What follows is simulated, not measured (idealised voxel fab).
voxel self aligned vias: a process module
Cross-sectional view cut (width: 240 nm; square cell size: 5 nm).
This document writes a cross-section as a grid whose cells are square, and gives it as bands, listed from the top down; one or more rows of cells form a band. Within each band entry, the heights of the top and of the bottom of the band appear first, in that order and in nm; the materials of the band then follow from left to right, each with its corresponding width in nm. The designation "all across" on a single material indicates that it fills the band from edge to edge; the designation "empty" indicates empty space. Height 0 is the level under which the wafer as received is all one material. The lowest band goes on downwards, as in "0..down". A two-number width, for instance "30 to 40", indicates that the width is equal to the first number in the top row of the band and to the second number in the bottom row, and that it changes by a constant amount per row of cells. The designation "changes: none", where it is given for a processing step, indicates that no cell of the cross-section was altered in the course of that step. You'll see "Fully enclosed voids" listing empty spaces that have no way open to the top, as long as they're 8 cells or more; the notation is width x height at distance, where the distance is from the left edge, and all of it is in nm. Formally, on a step line, whatever follows the settings is a remark that the simulator itself makes on the step. Steps that use a mask can have "overlay nm" on their line. It says how far the mask sat to the right of where it was meant to be. Negative means to the left.

Steps planned for the process
- 1: RECEIVE (material Si)
- 2: CONFORMAL_DEP (material SiO2; thk nm 15)
- 3: CONFORMAL_DEP (material SiCN; thk nm 5)
- 4: DIRECTIONAL_DEP (material lowk; thk nm 25)
- 5: DIRECTIONAL_DEP (material aC; thk nm 15)
- 6: PATTERN (tone open; mask id LINES; material resist; width nm 25; pitch nm 65; thk nm 35; overlay nm 0)
- 7: DIRECTIONAL_ETCH (etch materials aC; depth nm 15)
- 8: STRIP (etch materials resist)
- 9: DIRECTIONAL_ETCH (etch materials lowk; depth nm 25)
- 10: STRIP (etch materials aC)
- 11: CONFORMAL_DEP (material TiN; thk nm 5)
- 12: FILL_DEP (material W; thk nm 5)
- 13: CMP (height nm 45)
- 14: SELECTIVE_ETCH (etch materials W Ru TiN; depth nm 10)
- 15: FILL_DEP (material SiN; thk nm 5)
- 16: CMP (height nm 45)
- 17: DIRECTIONAL_DEP (material lowk; thk nm 15)
- 18: MASKED_ETCH (tone open; mask id VIAS; width nm 35; pitch nm 130; etch materials lowk; depth nm 15; overlay nm 0)
- 19: MASKED_ETCH (tone open; mask id VIAS; width nm 35; pitch nm 130; etch materials SiN; depth nm 10; overlay nm 0)
- 20: CONFORMAL_DEP (material TiN; thk nm 5)
- 21: FILL_DEP (material Cu; thk nm 5)
- 22: CMP (height nm 60)
- 23: CONFORMAL_DEP (material SiCN; thk nm 5)

As-received wafer cross-section (after step 1)
* 0..down: Si all across
* Fully enclosed voids: none

Cross-sectional result after module completion. Note: starting condition and plan are unchanged from above; one processing mistake was made
* 65..60: SiCN all across
* 60..45: lowk 35, then TiN 5, then Cu 25, then TiN 5, then lowk 95, then TiN 5, then Cu 25, then TiN 5, then lowk 40
* 45..40: SiN 35, then TiN 10, then Cu 15, then TiN 10, then SiN 95, then TiN 10, then Cu 15, then TiN 10, then SiN 40
* 40..35: lowk 40, then TiN 25, then lowk 40, then SiN 25, then lowk 40, then TiN 25, then lowk 45
* 35..20: lowk 40, then TiN 5, then W 15, then TiN 5, then lowk 40, then TiN 5, then W 15, then TiN 5, then lowk 40, then TiN 5, then W 15, then TiN 5, then lowk 45
* 20..15: lowk 40, then TiN 25, then lowk 40, then TiN 25, then lowk 40, then TiN 25, then lowk 45
* 15..0: SiO2 all across
* 0..down: Si all across
* Fully enclosed voids: none
What was the processing mistake? step 3 of the plan got skipped, so it never ran
